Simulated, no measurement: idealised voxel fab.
process module | voxel wiring stack
cross-section cut | 240 nm wide | cells 5 nm
A cross-section is a grid of square cells, given in bands from the top down. A band is one or more rows of cells.
Each band's line starts with the height of the band's top and of its bottom, in nm. Then come its materials from left to right, each with its width in nm. One material with "throughout" fills the band from edge to edge. "air" is empty space.
Height 0 is the level under which the wafer as received is all one material. The lowest band goes on downwards, as in "0 down".
A width such as "30 to 40" changes by the same amount from each row of cells to the next, from the band's top row to its bottom row.
"no change" after a step means that no cell of the cross-section changed.
closed voids: empty space of 8 cells or more with no open way to the top, each as width x height at its distance from the left edge, in nm
after a step's settings: what the simulator itself notes on the step
overlay nm, on a step with a mask: how far to the right of its planned place the mask lay; to the left if negative
plan
1 op RECEIVE | material Si
2 op CONFORMAL_DEP | material SiO2 | thk nm 15
3 op CONFORMAL_DEP | material SiN | thk nm 5
4 op DIRECTIONAL_DEP | material SiO2 | thk nm 20
5 op MASKED_ETCH | tone open | mask id METAL_1 | width nm 30 | pitch nm 50 | etch materials SiO2 | depth nm 20 | overlay nm 0
6 op MASKED_ETCH | tone open | mask id METAL_1 | width nm 30 | pitch nm 50 | etch materials SiN | depth nm 5 | overlay nm 0
7 op CONFORMAL_DEP | material TiN | thk nm 5
8 op FILL_DEP | material Cu | thk nm 5
9 op CMP | height nm 40
10 op CONFORMAL_DEP | material SiCN | thk nm 5
11 op DIRECTIONAL_DEP | material SiO2 | thk nm 15
12 op PATTERN | tone open | mask id PLUG_1 | material resist | width nm 15 | pitch nm 50 | thk nm 15 | overlay nm 0
13 op DIRECTIONAL_ETCH | etch materials SiO2 | depth nm 15
14 op DIRECTIONAL_ETCH | etch materials SiCN | depth nm 5
15 op STRIP | etch materials resist
16 op CONFORMAL_DEP | material TiN | thk nm 5
17 op FILL_DEP | material Ru | thk nm 5
18 op CMP | height nm 60
19 op DIRECTIONAL_DEP | material TiN | thk nm 5
20 op DIRECTIONAL_DEP | material Ru | thk nm 20
21 op DIRECTIONAL_DEP | material aC | thk nm 10
22 op PATTERN | tone cover | mask id METAL_2 | material resist | width nm 20 | pitch nm 50 | thk nm 25 | overlay nm 0
23 op DIRECTIONAL_ETCH | etch materials aC | depth nm 10
24 op STRIP | etch materials resist
25 op DIRECTIONAL_ETCH | etch materials Ru | depth nm 20
26 op DIRECTIONAL_ETCH | etch materials TiN | depth nm 5
27 op STRIP | etch materials aC
28 op CONFORMAL_DEP | material SiCN | thk nm 5
29 op FILL_DEP | material lowk | thk nm 5
30 op CMP | height nm 85
31 op CONFORMAL_DEP | material SiCN | thk nm 5
32 op DIRECTIONAL_DEP | material SiO2 | thk nm 30
33 op PATTERN | tone open | mask id METAL_3_HOLES | material resist | width nm 15 | pitch nm 100 | thk nm 15 | overlay nm 0
34 op DIRECTIONAL_ETCH | etch materials SiO2 | depth nm 30
35 op STRIP | etch materials resist
36 op PATTERN | tone open | mask id METAL_3 | material resist | width nm 30 | pitch nm 50 | thk nm 20 | overlay nm 0
37 op DIRECTIONAL_ETCH | etch materials SiO2 | depth nm 20
38 op DIRECTIONAL_ETCH | etch materials SiCN | depth nm 5
39 op STRIP | etch materials resist
40 op CONFORMAL_DEP | material TiN | thk nm 5
41 op FILL_DEP | material Cu | thk nm 10
42 op CMP | height nm 120
43 op CONFORMAL_DEP | material SiCN | thk nm 5
varied across the wafers: width nm of step 22. The plan shows the first wafer's value. All wafers start alike
first wafer as received, after step 1
  0 down: Si throughout
  closed voids: none
first wafer at the end, after step 43
  125 to 120: SiCN throughout
  120 to 105: SiO2 30 | TiN 5 | Cu 20 | TiN 5 | SiO2 20 | TiN 5 | Cu 20 | TiN 5 | SiO2 20 | TiN 5 | Cu 20 | TiN 5 | SiO2 20 | TiN 5 | Cu 20 | TiN 5 | SiO2 30
  105 to 100: SiO2 30 | TiN 5 | Cu 5 | TiN 20 | SiO2 20 | TiN 30 | SiO2 20 | TiN 5 | Cu 5 | TiN 20 | SiO2 20 | TiN 30 | SiO2 30
  100 to 90: SiO2 30 | TiN 5 | Cu 5 | TiN 5 | SiO2 85 | TiN 5 | Cu 5 | TiN 5 | SiO2 95
  90 to 85: SiCN 30 | TiN 15 | SiCN 85 | TiN 15 | SiCN 95
  85 to 65: lowk 30 | SiCN 5 | Ru 20 | SiCN 5 | lowk 20 | SiCN 5 | Ru 20 | SiCN 5 | lowk 20 | SiCN 5 | Ru 20 | SiCN 5 | lowk 20 | SiCN 5 | Ru 20 | SiCN 5 | lowk 30
  65 to 60: SiCN 35 | TiN 20 | SiCN 30 | TiN 20 | SiCN 30 | TiN 20 | SiCN 30 | TiN 20 | SiCN 35
  60 to 45: SiO2 30 | TiN 5 | Ru 5 | TiN 5 | SiO2 35 | TiN 5 | Ru 5 | TiN 5 | SiO2 35 | TiN 5 | Ru 5 | TiN 5 | SiO2 35 | TiN 5 | Ru 5 | TiN 5 | SiO2 45
  45 to 40: SiCN 30 | TiN 15 | SiCN 35 | TiN 15 | SiCN 35 | TiN 15 | SiCN 35 | TiN 15 | SiCN 45
  40 to 20: SiO2 30 | TiN 5 | Cu 20 | TiN 5 | SiO2 20 | TiN 5 | Cu 20 | TiN 5 | SiO2 20 | TiN 5 | Cu 20 | TiN 5 | SiO2 20 | TiN 5 | Cu 20 | TiN 5 | SiO2 30
  20 to 15: SiN 30 | TiN 30 | SiN 20 | TiN 30 | SiN 20 | TiN 30 | SiN 20 | TiN 30 | SiN 30
  15 to 0: SiO2 throughout
  0 down: Si throughout
  closed voids: none
last wafer at the end
  125 to 120: SiCN throughout
  120 to 105: SiO2 30 | TiN 5 | Cu 20 | TiN 5 | SiO2 20 | TiN 5 | Cu 20 | TiN 5 | SiO2 20 | TiN 5 | Cu 20 | TiN 5 | SiO2 20 | TiN 5 | Cu 20 | TiN 5 | SiO2 30
  105 to 100: SiO2 30 | TiN 5 | Cu 5 | TiN 20 | SiO2 20 | TiN 30 | SiO2 20 | TiN 5 | Cu 5 | TiN 20 | SiO2 20 | TiN 30 | SiO2 30
  100 to 90: SiO2 30 | TiN 5 | Cu 5 | TiN 5 | SiO2 85 | TiN 5 | Cu 5 | TiN 5 | SiO2 95
  90 to 85: SiCN 30 | TiN 15 | SiCN 85 | TiN 15 | SiCN 95
  85 to 65: lowk 25 | SiCN 5 | Ru 35 | SiCN 5 | lowk 5 | SiCN 5 | Ru 35 | SiCN 5 | lowk 5 | SiCN 5 | Ru 35 | SiCN 5 | lowk 5 | SiCN 5 | Ru 35 | SiCN 5 | lowk 20
  65 to 60: SiCN 30 | TiN 35 | SiCN 15 | TiN 35 | SiCN 15 | TiN 35 | SiCN 15 | TiN 35 | SiCN 25
  60 to 45: SiO2 30 | TiN 5 | Ru 5 | TiN 5 | SiO2 35 | TiN 5 | Ru 5 | TiN 5 | SiO2 35 | TiN 5 | Ru 5 | TiN 5 | SiO2 35 | TiN 5 | Ru 5 | TiN 5 | SiO2 45
  45 to 40: SiCN 30 | TiN 15 | SiCN 35 | TiN 15 | SiCN 35 | TiN 15 | SiCN 35 | TiN 15 | SiCN 45
  40 to 20: SiO2 30 | TiN 5 | Cu 20 | TiN 5 | SiO2 20 | TiN 5 | Cu 20 | TiN 5 | SiO2 20 | TiN 5 | Cu 20 | TiN 5 | SiO2 20 | TiN 5 | Cu 20 | TiN 5 | SiO2 30
  20 to 15: SiN 30 | TiN 30 | SiN 20 | TiN 30 | SiN 20 | TiN 30 | SiN 20 | TiN 30 | SiN 30
  15 to 0: SiO2 throughout
  0 down: Si throughout
  closed voids: none
each wafer at the end: cells of each material gained (+) or lost (-) since it was received, then its closed voids
width nm 20 | +118 Cu | +76 Ru | +190 SiCN | +24 SiN | +528 SiO2 | +168 TiN | +96 lowk | closed voids: none
width nm 25 | +118 Cu | +92 Ru | +186 SiCN | +24 SiN | +528 SiO2 | +172 TiN | +80 lowk | closed voids: none
width nm 30 | +118 Cu | +108 Ru | +182 SiCN | +24 SiN | +528 SiO2 | +176 TiN | +64 lowk | closed voids: none
width nm 35 | +118 Cu | +124 Ru | +178 SiCN | +24 SiN | +528 SiO2 | +180 TiN | +48 lowk | closed voids: none
